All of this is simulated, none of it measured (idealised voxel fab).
Documented hereafter: the process module known as voxel transistor to metal.
Section shown: cut. Width: 190 nm. Cell size: 5 nm, square.
We lay out every cross-section as a grid of square cells and spell it out in bands from the top down, where one band means one or more rows of cells. In this notation a band is specified by the heights of its top and bottom, in that order and in nm, after which its materials appear from left to right, each paired with its width in nm. The word "everywhere" attached to a single material means that material fills the band from edge to edge; the word "empty" stands for empty space. Heights from 0 (as-received wafer is one material below). Bottom band endless downward, as "0 and below". The notation "30..40" denotes a width that varies across the rows of cells in the band, beginning at the first number in the top row, finishing at the second number in the bottom row, and changing by an identical amount from each row to the next. "same as before", as given for a step, is the statement that not any cell of the cross-section underwent a change during that step. Enclosed empty spaces: empty space of 8 cells or more with no open way to the top, each as width x height at its distance from the left edge, in nm. Formally, on a step line, whatever follows the settings is a remark that the simulator itself makes on the step. "overlay nm" answers the question of how far to the right of plan the mask lay on a step that has a mask, and when it is negative the answer is to the left.

# Set out below are the planned steps of the process
1) RECEIVE | material Si
2) OXIDIZE | depth nm 5
3) CONFORMAL_DEP | material SiN | thk nm 10
4) MASKED_ETCH | tone cover | mask id ACTIVE | width nm 90 | etch materials SiN | depth nm 10 | overlay nm 0
5) MASKED_ETCH | tone cover | mask id ACTIVE | width nm 100 | etch materials SiO2 | depth nm 5 | overlay nm 0
6) MASKED_ETCH | tone cover | mask id ACTIVE | width nm 100 | etch materials Si | depth nm 35 | overlay nm 0
7) OXIDIZE | depth nm 5
8) FILL_DEP | material SiO2 | thk nm 15
9) CMP | height nm 10
10) SELECTIVE_ETCH | etch materials SiO2 | depth nm 5
11) STRIP | etch materials SiN
12) SELECTIVE_ETCH | etch materials SiO2 | depth nm 5
13) OXIDIZE | depth nm 5
14) DIRECTIONAL_DEP | material polySi | thk nm 20
15) DIRECTIONAL_DEP | material SiCN | thk nm 10
16) PATTERN | tone cover | mask id GATE | material resist | width nm 20 | thk nm 20 | overlay nm 0
17) DIRECTIONAL_ETCH | etch materials SiCN | depth nm 20
18) DIRECTIONAL_ETCH | etch materials polySi | depth nm 30
19) STRIP | etch materials resist
20) CONFORMAL_DEP | material SiO2 | thk nm 5
21) DIRECTIONAL_ETCH | etch materials SiO2 | depth nm 5
22) CONFORMAL_DEP | material SiN | thk nm 10
23) DIRECTIONAL_ETCH | etch materials SiN | depth nm 10
24) DIRECTIONAL_ETCH | etch materials SiO2 | depth nm 5
25) DIRECTIONAL_ETCH | etch materials Si | depth nm 10
26) EPI | material nSi | thk nm 15
27) FILL_DEP | material SiO2 | thk nm 10
28) CMP | height nm 25
29) DIRECTIONAL_DEP | material SiO2 | thk nm 15
30) PATTERN | tone open | mask id CONTACT | material resist | width nm 15 | pitch nm 75 | thk nm 20 | overlay nm 0
31) DIRECTIONAL_ETCH | etch materials SiO2 | depth nm 35
32) STRIP | etch materials resist
33) CONFORMAL_DEP | material TiN | thk nm 5
34) FILL_DEP | material Ru | thk nm 10
35) CMP | height nm 40
36) CONFORMAL_DEP | material SiCN | thk nm 5
37) DIRECTIONAL_DEP | material lowk | thk nm 15
38) PATTERN | tone open | mask id METAL_1 | material resist | width nm 15 | pitch nm 75 | thk nm 20 | overlay nm 0
39) DIRECTIONAL_ETCH | etch materials lowk | depth nm 15
40) DIRECTIONAL_ETCH | etch materials SiCN | depth nm 5
41) STRIP | etch materials resist
42) CONFORMAL_DEP | material TiN | thk nm 5
43) FILL_DEP | material Ru | thk nm 5
44) CMP | height nm 60
45) CONFORMAL_DEP | material SiN | thk nm 5
All wafers enter the flow in the same state. The width nm at step 4 differs from wafer to wafer, and the plan gives the value for the first wafer.

# As received, i.e. after step 1: cross-section through the first of several wafers
0 and below | Si everywhere
Enclosed empty spaces: none

# End of the module, past its last step, step 45: how the first of several wafers looks in cross-section
65 down to 60 | SiN everywhere
60 down to 45 | lowk 50 nm | TiN 5 nm | Ru 5 nm | TiN 5 nm | lowk 60 nm | TiN 5 nm | Ru 5 nm | TiN 5 nm | lowk 50 nm
45 down to 40 | SiCN 50 nm | TiN 15 nm | SiCN 60 nm | TiN 15 nm | SiCN 50 nm
40 down to 25 | SiO2 50 nm | TiN 5 nm | Ru 5 nm | TiN 5 nm | SiO2 60 nm | TiN 5 nm | Ru 5 nm | TiN 5 nm | SiO2 50 nm
25 down to 15 | SiO2 50 nm | TiN 5 nm | Ru 5 nm | TiN 5 nm | SiO2 5 nm | SiN 10 nm | SiO2 5 nm | SiCN 20 nm | SiO2 5 nm | SiN 10 nm | SiO2 5 nm | TiN 5 nm | Ru 5 nm | TiN 5 nm | SiO2 50 nm
15 down to 10 | SiO2 50 nm | TiN 5 nm | Ru 5 nm | TiN 5 nm | SiO2 5 nm | SiN 10 nm | SiO2 5 nm | polySi 20 nm | SiO2 5 nm | SiN 10 nm | SiO2 5 nm | TiN 5 nm | Ru 5 nm | TiN 5 nm | SiO2 50 nm
10 down to 5 | SiO2 50 nm | TiN 15 nm | SiO2 5 nm | SiN 10 nm | SiO2 5 nm | polySi 20 nm | SiO2 5 nm | SiN 10 nm | SiO2 5 nm | TiN 15 nm | SiO2 50 nm
5 down to 0 | SiO2 55 nm | nSi 15 nm | SiN 10 nm | SiO2 5 nm | polySi 20 nm | SiO2 5 nm | SiN 10 nm | nSi 15 nm | SiO2 55 nm
0 down to -5 | SiO2 50 nm | SiN 10 nm | nSi 10 nm | SiN 10 nm | SiO2 5 nm | polySi 20 nm | SiO2 5 nm | SiN 10 nm | nSi 10 nm | SiN 10 nm | SiO2 50 nm
-5 down to -10 | SiO2 60 nm | nSi 10 nm | SiO2 50 nm | nSi 10 nm | SiO2 60 nm
-10 down to -20 | SiO2 50 nm | Si 10 nm | nSi 10 nm | Si 50 nm | nSi 10 nm | Si 10 nm | SiO2 50 nm
-20 down to -45 | SiO2 50 nm | Si 90 nm | SiO2 50 nm
-45 and below | Si everywhere
Enclosed empty spaces: none

# Cross-sectional view, end of module, last wafer of several
65 down to 60 | SiN everywhere
60 down to 45 | lowk 50 nm | TiN 5 nm | Ru 5 nm | TiN 5 nm | lowk 60 nm | TiN 5 nm | Ru 5 nm | TiN 5 nm | lowk 50 nm
45 down to 40 | SiCN 50 nm | TiN 15 nm | SiCN 60 nm | TiN 15 nm | SiCN 50 nm
40 down to 25 | SiO2 50 nm | TiN 5 nm | Ru 5 nm | TiN 5 nm | SiO2 60 nm | TiN 5 nm | Ru 5 nm | TiN 5 nm | SiO2 50 nm
25 down to 15 | SiO2 50 nm | TiN 5 nm | Ru 5 nm | TiN 5 nm | SiO2 5 nm | SiN 10 nm | SiO2 5 nm | SiCN 20 nm | SiO2 5 nm | SiN 10 nm | SiO2 5 nm | TiN 5 nm | Ru 5 nm | TiN 5 nm | SiO2 50 nm
15 down to 10 | SiO2 50 nm | TiN 5 nm | Ru 5 nm | TiN 5 nm | SiO2 5 nm | SiN 10 nm | SiO2 5 nm | polySi 20 nm | SiO2 5 nm | SiN 10 nm | SiO2 5 nm | TiN 5 nm | Ru 5 nm | TiN 5 nm | SiO2 50 nm
10 down to 5 | SiO2 50 nm | TiN 15 nm | SiO2 5 nm | SiN 10 nm | SiO2 5 nm | polySi 20 nm | SiO2 5 nm | SiN 10 nm | SiO2 5 nm | TiN 15 nm | SiO2 50 nm
5 down to 0 | SiO2 45 nm | nSi 25 nm | SiN 10 nm | SiO2 5 nm | polySi 20 nm | SiO2 5 nm | SiN 10 nm | nSi 30 nm | SiO2 40 nm
0 down to -5 | SiO2 40 nm | SiN 10 nm | nSi 20 nm | SiN 10 nm | SiO2 5 nm | polySi 20 nm | SiO2 5 nm | SiN 10 nm | nSi 25 nm | SiN 10 nm | SiO2 35 nm
-5 down to -10 | SiO2 50 nm | nSi 20 nm | SiO2 50 nm | nSi 25 nm | SiO2 45 nm
-10 down to -20 | SiO2 45 nm | Si 5 nm | nSi 20 nm | Si 50 nm | nSi 25 nm | Si 5 nm | SiO2 40 nm
-20 down to -45 | SiO2 45 nm | Si 105 nm | SiO2 40 nm
-45 and below | Si everywhere
Enclosed empty spaces: none

# Here is how to read the rows: every wafer has a row, and it shows the wafer at the end of the module, giving for each material how many cells were gained (+) or lost (-) since the wafer was received, then listing its closed voids
width nm 90 | +18 Ru | -224 Si | +40 SiCN | +66 SiN | +412 SiO2 | +48 TiN | +96 lowk | +22 nSi | +16 polySi | Enclosed empty spaces: none
width nm 95 | +18 Ru | -226 Si | +40 SiCN | +66 SiN | +409 SiO2 | +48 TiN | +96 lowk | +27 nSi | +16 polySi | Enclosed empty spaces: none
width nm 100 | +18 Ru | -228 Si | +40 SiCN | +66 SiN | +406 SiO2 | +48 TiN | +96 lowk | +32 nSi | +16 polySi | Enclosed empty spaces: none
width nm 105 | +18 Ru | -223 Si | +40 SiCN | +66 SiN | +396 SiO2 | +48 TiN | +96 lowk | +37 nSi | +16 polySi | Enclosed empty spaces: none
width nm 110 | +18 Ru | -218 Si | +40 SiCN | +66 SiN | +386 SiO2 | +48 TiN | +96 lowk | +42 nSi | +16 polySi | Enclosed empty spaces: none
width nm 115 | +18 Ru | -213 Si | +40 SiCN | +66 SiN | +376 SiO2 | +48 TiN | +96 lowk | +47 nSi | +16 polySi | Enclosed empty spaces: none
